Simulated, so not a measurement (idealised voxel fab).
Title: Process Module voxel ribs on slabs
Xsec cut, 265 nm wide, square cell size 5 nm.
Think of the cross-section as a grid of square cells. We describe it in bands, top to bottom, and each band covers one or more rows of those cells. Each band's line starts with the height of the band's top and of its bottom, in nm. Then come its materials from left to right, each with its width in nm. One material with "edge to edge" fills the band from edge to edge. "air" is empty space. Measure heights from 0. That's the level where, below it, the as-received wafer is all one material. The lowest band is bottomless and extends downward; write it as in "z 0 and below". Quick explanation for "30 to 40": the width changes in equal steps down the rows of cells, from the first number in the band's top row to the second number in its bottom row. Take "left unchanged" at face value: in the step it is given for, the cross-section changed in none of its cells. Empty spaces counting at least 8 cells and having no open way to the top are listed in "Entrapped void list". The notation width x height at distance is used for each, the distance being from the left edge and all three values in nm. It should be noted that, on the line of a given step, the content following the step's settings is a remark produced by the simulator itself with respect to that step. The "overlay nm" setting may appear on a step's line; for a step that uses a mask, it gives how far to the right of its planned position the mask lay, and a negative value indicates the left.

-- Steps planned for the process
1: RECEIVE,material Si
2: DIRECTIONAL_DEP,material SiO2,thk nm 25
3: DIRECTIONAL_DEP,material polySi,thk nm 20
4: PATTERN,tone cover,mask id RIB,material resist,width nm 25,thk nm 20,overlay nm 0
5: DIRECTIONAL_ETCH,etch materials polySi,depth nm 10
6: STRIP,etch materials resist
7: MASKED_ETCH,tone cover,mask id SLAB,width nm 65,etch materials polySi,depth nm 10,overlay nm 0
8: FILL_DEP,material SiO2,thk nm 15
9: CMP,height nm 60
10: DIRECTIONAL_DEP,material W,thk nm 5
11: MASKED_ETCH,tone cover,mask id HEATER,width nm 35,etch materials W,depth nm 5,overlay nm 0
12: CONFORMAL_DEP,material SiN,thk nm 10
The value of thk nm given for step 2 in the plan refers to the first wafer; the wafers vary in this setting and are alike at the start.

-- Cross-section of the first of several wafers as received (after step 1)
* z 0 and below | Si edge to edge
* Entrapped void list: none

-- First of several wafers: cross-section at the end of the module, after step 12, its last step
* z 75 to 70 | air: 105 / SiN: 55 / air: 105
* z 70 to 65 | SiN edge to edge
* z 65 to 60 | SiN: 115 / W: 35 / SiN: 115
* z 60 to 45 | SiO2 edge to edge
* z 45 to 35 | SiO2: 120 / polySi: 25 / SiO2: 120
* z 35 to 25 | SiO2: 100 / polySi: 65 / SiO2: 100
* z 25 to 0 | SiO2 edge to edge
* z 0 and below | Si edge to edge
* Entrapped void list: none

-- Last-wafer cross-section at the end of the module
* z 75 to 70 | air: 105 / SiN: 55 / air: 105
* z 70 to 65 | SiN edge to edge
* z 65 to 60 | SiN: 115 / W: 35 / SiN: 115
* z 60 to 55 | SiO2: 120 / polySi: 25 / SiO2: 120
* z 55 to 45 | SiO2: 100 / polySi: 65 / SiO2: 100
* z 45 to 0 | SiO2 edge to edge
* z 0 and below | Si edge to edge
* Entrapped void list: none

-- Tabulated below, wafer by wafer, are the end-of-module results: for each material, the number of cells gained (+) or lost (-) relative to the as-received state, followed by the closed voids
thk nm 25 | +110 SiN | +600 SiO2 | +7 W | +36 polySi | Entrapped void list: none
thk nm 30 | +110 SiN | +600 SiO2 | +7 W | +36 polySi | Entrapped void list: none
thk nm 35 | +110 SiN | +600 SiO2 | +7 W | +36 polySi | Entrapped void list: none
thk nm 40 | +110 SiN | +600 SiO2 | +7 W | +36 polySi | Entrapped void list: none
thk nm 45 | +110 SiN | +605 SiO2 | +7 W | +31 polySi | Entrapped void list: none
